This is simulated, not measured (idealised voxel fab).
The process module presented herein is designated voxel self aligned contacts.
In the cross-section labelled cut, the width is 180 nm and each square cell is 5 nm.
Cross-section spec: square-cell grid; bands listed top down; each band is one or more rows.
Within each band entry, the heights of the top and of the bottom of the band appear first, in that order and in nm; the materials of the band then follow from left to right, each with its corresponding width in nm. The designation "edge to edge" on a single material indicates that it fills the band from edge to edge; the designation "blank" indicates empty space.
Heights are measured from 0, the level below which the as-received wafer is all one material; the lowest band has no bottom and continues downward, written as in "0 -> down".
The expression "30..40" gives the width at the extremes of the band, the first number at its top row of cells and the second at its bottom row, with the width changing by equal amounts from each row to the next in between.
It should be understood that the words "nothing changed", when stated for a given step, signify that the cross-section underwent no change in any of its cells during that step.
If an empty space has no open way to the top and is at least 8 cells in size, "Catalogued sealed voids" lists it, written width x height at distance, where distance is measured from the left edge and every value is in nm.
Post-settings text on a step line: simulator's own remark regarding the step.
A step line may carry the setting "overlay nm", which, for steps involving a mask, states the distance by which the mask lay to the right of its intended position; negative values denote displacement to the left.
## These are the steps we planned for the process
- 1: RECEIVE | material Si
- 2: OXIDIZE | depth nm 5
- 3: DIRECTIONAL_DEP | material polySi | thk nm 20
- 4: DIRECTIONAL_DEP | material SiN | thk nm 20
- 5: MASKED_ETCH | tone cover | mask id GATE | width nm 25 | pitch nm 60 | etch materials SiN | depth nm 20 | overlay nm 0
- 6: MASKED_ETCH | tone cover | mask id GATE | width nm 25 | pitch nm 60 | etch materials polySi | depth nm 20 | overlay nm 0
- 7: CONFORMAL_DEP | material SiN | thk nm 5
- 8: DIRECTIONAL_ETCH | etch materials SiN | depth nm 5
- 9: FILL_DEP | material SiO2 | thk nm 15
- 10: CMP | height nm 45
- 11: PATTERN | tone open | mask id CONTACT | material resist | width nm 45 | pitch nm 60 | thk nm 15 | overlay nm 0
- 12: DIRECTIONAL_ETCH | etch materials SiO2 | depth nm 50
- 13: STRIP | etch materials resist
- 14: CONFORMAL_DEP | material TiN | thk nm 5
- 15: FILL_DEP | material Ru | thk nm 10
- 16: CMP | height nm 45
- 17: CONFORMAL_DEP | material SiCN | thk nm 5
## As received (post step 1): cross-section
> 0 -> down = Si edge to edge
> Catalogued sealed voids: none
## Cross-sectional view of the first of the two wafers upon completion of the module, processed in accordance with the plan
> 50 -> 45 = SiCN edge to edge
> 45 -> 40 = 35 nm SiO2 | 15 nm TiN | 15 nm Ru | 15 nm TiN | 15 nm SiO2 | 15 nm TiN | 15 nm Ru | 15 nm TiN | 40 nm SiO2
> 40 -> 20 = 10 nm SiO2 | 35 nm SiN | 5 nm TiN | 15 nm Ru | 5 nm TiN | 35 nm SiN | 5 nm TiN | 15 nm Ru | 5 nm TiN | 35 nm SiN | 15 nm SiO2
> 20 -> 0 = 10 nm SiO2 | 5 nm SiN | 25 nm polySi | 5 nm SiN | 5 nm TiN | 15 nm Ru | 5 nm TiN | 5 nm SiN | 25 nm polySi | 5 nm SiN | 5 nm TiN | 15 nm Ru | 5 nm TiN | 5 nm SiN | 25 nm polySi | 5 nm SiN | 15 nm SiO2
> 0 -> -5 = 45 nm SiO2 | 25 nm TiN | 35 nm SiO2 | 25 nm TiN | 50 nm SiO2
> -5 -> down = Si edge to edge
> Catalogued sealed voids: none
## The second wafer, shown in cross-section after the module: started the same way as the first and given the same plan, yet one mistake crept into how it was run
> 50 -> 45 = SiCN edge to edge
> 45 -> 40 = 35 nm SiO2 | 15 nm TiN | 15 nm Ru | 15 nm TiN | 15 nm SiO2 | 15 nm TiN | 15 nm Ru | 15 nm TiN | 40 nm SiO2
> 40 -> 20 = 10 nm SiO2 | 35 nm SiN | 5 nm TiN | 15 nm Ru | 5 nm TiN | 35 nm SiN | 5 nm TiN | 15 nm Ru | 5 nm TiN | 35 nm SiN | 15 nm SiO2
> 20 -> 10 = 10 nm SiO2 | 5 nm SiN | 25 nm polySi | 5 nm SiN | 5 nm TiN | 15 nm Ru | 5 nm TiN | 5 nm SiN | 25 nm polySi | 5 nm SiN | 5 nm TiN | 15 nm Ru | 5 nm TiN | 5 nm SiN | 25 nm polySi | 5 nm SiN | 15 nm SiO2
> 10 -> 5 = 10 nm SiO2 | 5 nm SiN | 25 nm polySi | 5 nm SiN | 25 nm TiN | 5 nm SiN | 25 nm polySi | 5 nm SiN | 25 nm TiN | 5 nm SiN | 25 nm polySi | 5 nm SiN | 15 nm SiO2
> 5 -> 0 = 15 nm SiN | 25 nm polySi | 35 nm SiN | 25 nm polySi | 35 nm SiN | 25 nm polySi | 20 nm SiN
> 0 -> -5 = SiO2 edge to edge
> -5 -> down = Si edge to edge
> Catalogued sealed voids: none
Where did the run depart from the plan? steps 7 and 8 traded places in the executed sequence
Per the end-of-run cell counts, the second wafer holds more or fewer of some materials than the first: 12 fewer of Ru, 15 more of SiN, 5 more of SiO2, 8 fewer of TiN
